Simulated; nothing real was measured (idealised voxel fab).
Module name: voxel transistor to metal (process module)
Displayed cross-section: cut, width of 180 nm, square cells sized 5 nm.
A cross-section is a grid of square cells, given in bands from the top down. A band is one or more rows of cells.
Heights first: top, then bottom, in nm. Then materials, left to right, each with a width in nm. "throughout" on a single material: fills the band edge to edge. "blank": empty space.
Height reference: 0 = level under which incoming wafer is all one material. Lowest band: no bottom, runs on downward, e.g. "z 0 and below".
Quick explanation for "30->40": the width changes in equal steps down the rows of cells, from the first number in the band's top row to the second number in its bottom row.
"changes: none" for a step: no cell of the cross-section changed in that step.
"Closed internal cavities" - sealed voids, min. 8 cells, no opening to top; format: width x height at distance (distance from left edge; nm throughout).
Text after the settings on a step's line: the simulator's own remark on that step.
A step's line can hold "overlay nm"; with a mask on that step, the setting says how far right of the planned place the mask lay, while a negative setting says it lay to the left.

### List of planned process steps
1,RECEIVE, material Si
2,CONFORMAL_DEP, material SiO2, thk nm 5
3,CONFORMAL_DEP, material SiN, thk nm 10
4,MASKED_ETCH, tone cover, mask id ACTIVE, width nm 110, etch materials SiN, depth nm 10, overlay nm 0
5,MASKED_ETCH, tone cover, mask id ACTIVE, width nm 110, etch materials SiO2, depth nm 5, overlay nm 0
6,MASKED_ETCH, tone cover, mask id ACTIVE, width nm 110, etch materials Si, depth nm 20, overlay nm 0
7,OXIDIZE, depth nm 5
8,FILL_DEP, material SiO2, thk nm 10
9,CMP, height nm 15
10,SELECTIVE_ETCH, etch materials SiO2, depth nm 10
11,STRIP, etch materials SiN
12,SELECTIVE_ETCH, etch materials SiO2, depth nm 5
13,OXIDIZE, depth nm 5
14,DIRECTIONAL_DEP, material polySi, thk nm 30
15,DIRECTIONAL_DEP, material SiCN, thk nm 10
16,MASKED_ETCH, tone cover, mask id GATE, width nm 20, etch materials SiCN, depth nm 20, overlay nm 0
17,MASKED_ETCH, tone cover, mask id GATE, width nm 20, etch materials polySi, depth nm 40, overlay nm 0
18,CONFORMAL_DEP, material SiN, thk nm 5
19,DIRECTIONAL_ETCH, etch materials SiN, depth nm 5
20,DIRECTIONAL_ETCH, etch materials SiO2, depth nm 5
21,DIRECTIONAL_ETCH, etch materials Si, depth nm 5
22,EPI, material pSi, thk nm 5
23,FILL_DEP, material SiO2, thk nm 10
24,CMP, height nm 40
25,DIRECTIONAL_DEP, material SiO2, thk nm 10
26,MASKED_ETCH, tone open, mask id CONTACT, width nm 30, pitch nm 60, etch materials SiO2, depth nm 55, overlay nm 0
27,CONFORMAL_DEP, material TiN, thk nm 5
28,FILL_DEP, material Ru, thk nm 5
29,CMP, height nm 50
30,CONFORMAL_DEP, material SiCN, thk nm 5
31,DIRECTIONAL_DEP, material SiO2, thk nm 20
32,PATTERN, tone open, mask id METAL_1, material resist, width nm 15, pitch nm 75, thk nm 15, overlay nm 0
33,DIRECTIONAL_ETCH, etch materials SiO2, depth nm 20
34,DIRECTIONAL_ETCH, etch materials SiCN, depth nm 5
35,STRIP, etch materials resist
36,CONFORMAL_DEP, material TiN, thk nm 5
37,FILL_DEP, material Cu, thk nm 5
38,CMP, height nm 75
39,CONFORMAL_DEP, material SiCN, thk nm 5
40,DIRECTIONAL_DEP, material SiO2, thk nm 35
41,PATTERN, tone open, mask id METAL_2, material resist, width nm 15, pitch nm 75, thk nm 15, overlay nm 0
42,DIRECTIONAL_ETCH, etch materials SiO2, depth nm 20
43,STRIP, etch materials resist
44,DIRECTIONAL_DEP, material aC, thk nm 15
45,PATTERN, tone open, mask id METAL_2_HOLES, material resist, width nm 15, pitch nm 75, thk nm 30, overlay nm 0
46,DIRECTIONAL_ETCH, etch materials aC, depth nm 15
47,STRIP, etch materials resist
48,DIRECTIONAL_ETCH, etch materials SiO2, depth nm 15
49,DIRECTIONAL_ETCH, etch materials SiCN, depth nm 5
50,STRIP, etch materials aC
51,CONFORMAL_DEP, material TiN, thk nm 5
52,FILL_DEP, material Ru, thk nm 5
53,CMP, height nm 115
54,CONFORMAL_DEP, material SiN, thk nm 5
Across this set of wafers, the varied parameter is the thk nm of step 27. Starting conditions are identical for every wafer, and the plan reports the value assigned to the first wafer.

### Cross-sectional view of the first of several wafers in the as-received condition, corresponding to the state following step 1
z 0 and below: Si throughout
Closed internal cavities: none

### Cross-section of the first of several wafers once the module has run through its last step, step 54
z 120 to 115: SiN throughout
z 115 to 80: SiO2 45 nm / TiN 5 nm / Ru 5 nm / TiN 5 nm / SiO2 60 nm / TiN 5 nm / Ru 5 nm / TiN 5 nm / SiO2 45 nm
z 80 to 75: SiCN 45 nm / TiN 15 nm / SiCN 60 nm / TiN 15 nm / SiCN 45 nm
z 75 to 55: SiO2 45 nm / TiN 5 nm / Cu 5 nm / TiN 5 nm / SiO2 60 nm / TiN 5 nm / Cu 5 nm / TiN 5 nm / SiO2 45 nm
z 55 to 50: SiCN 45 nm / TiN 15 nm / SiCN 60 nm / TiN 15 nm / SiCN 45 nm
z 50 to 40: SiO2 45 nm / TiN 5 nm / Ru 20 nm / TiN 5 nm / SiO2 30 nm / TiN 5 nm / Ru 20 nm / TiN 5 nm / SiO2 45 nm
z 40 to 30: SiO2 45 nm / TiN 5 nm / Ru 20 nm / TiN 5 nm / SiN 5 nm / SiCN 20 nm / SiN 5 nm / TiN 5 nm / Ru 20 nm / TiN 5 nm / SiO2 45 nm
z 30 to 5: SiO2 45 nm / TiN 5 nm / Ru 20 nm / TiN 5 nm / SiN 5 nm / polySi 20 nm / SiN 5 nm / TiN 5 nm / Ru 20 nm / TiN 5 nm / SiO2 45 nm
z 5 to 0: SiO2 45 nm / TiN 5 nm / Ru 15 nm / TiN 10 nm / SiN 5 nm / polySi 20 nm / SiN 5 nm / TiN 10 nm / Ru 15 nm / TiN 5 nm / SiO2 45 nm
z 0 to -5: SiO2 45 nm / TiN 25 nm / pSi 5 nm / SiO2 30 nm / pSi 5 nm / TiN 25 nm / SiO2 45 nm
z -5 to -10: SiO2 40 nm / pSi 35 nm / Si 30 nm / pSi 35 nm / SiO2 40 nm
z -10 to -25: SiO2 40 nm / Si 100 nm / SiO2 40 nm
z -25 and below: Si throughout
Closed internal cavities: none

### Cross-section of the final wafer among several, taken at the end of the module
z 120 to 115: SiN throughout
z 115 to 80: SiO2 45 nm / TiN 5 nm / Ru 5 nm / TiN 5 nm / SiO2 60 nm / TiN 5 nm / Ru 5 nm / TiN 5 nm / SiO2 45 nm
z 80 to 75: SiCN 45 nm / TiN 15 nm / SiCN 60 nm / TiN 15 nm / SiCN 45 nm
z 75 to 55: SiO2 45 nm / TiN 5 nm / Cu 5 nm / TiN 5 nm / SiO2 60 nm / TiN 5 nm / Cu 5 nm / TiN 5 nm / SiO2 45 nm
z 55 to 50: SiCN 45 nm / TiN 15 nm / SiCN 60 nm / TiN 15 nm / SiCN 45 nm
z 50 to 40: SiO2 45 nm / TiN 30 nm / SiO2 30 nm / TiN 30 nm / SiO2 45 nm
z 40 to 30: SiO2 45 nm / TiN 30 nm / SiN 5 nm / SiCN 20 nm / SiN 5 nm / TiN 30 nm / SiO2 45 nm
z 30 to 0: SiO2 45 nm / TiN 30 nm / SiN 5 nm / polySi 20 nm / SiN 5 nm / TiN 30 nm / SiO2 45 nm
z 0 to -5: SiO2 45 nm / TiN 25 nm / pSi 5 nm / SiO2 30 nm / pSi 5 nm / TiN 25 nm / SiO2 45 nm
z -5 to -10: SiO2 40 nm / pSi 35 nm / Si 30 nm / pSi 35 nm / SiO2 40 nm
z -10 to -25: SiO2 40 nm / Si 100 nm / SiO2 40 nm
z -25 and below: Si throughout
Closed internal cavities: none

### each wafer at the end: cells of each material gained (+) or lost (-) since it was received, then its closed voids
thk nm 5 | +8 Cu | +92 Ru | -114 Si | +68 SiCN | +52 SiN | +610 SiO2 | +108 TiN | +16 pSi | +24 polySi | Closed internal cavities: none
thk nm 10 | +8 Cu | +48 Ru | -114 Si | +68 SiCN | +52 SiN | +610 SiO2 | +152 TiN | +16 pSi | +24 polySi | Closed internal cavities: none
thk nm 15 | +8 Cu | +14 Ru | -114 Si | +68 SiCN | +52 SiN | +610 SiO2 | +186 TiN | +16 pSi | +24 polySi | Closed internal cavities: none
thk nm 20 | +8 Cu | +14 Ru | -114 Si | +68 SiCN | +52 SiN | +610 SiO2 | +186 TiN | +16 pSi | +24 polySi | Closed internal cavities: none
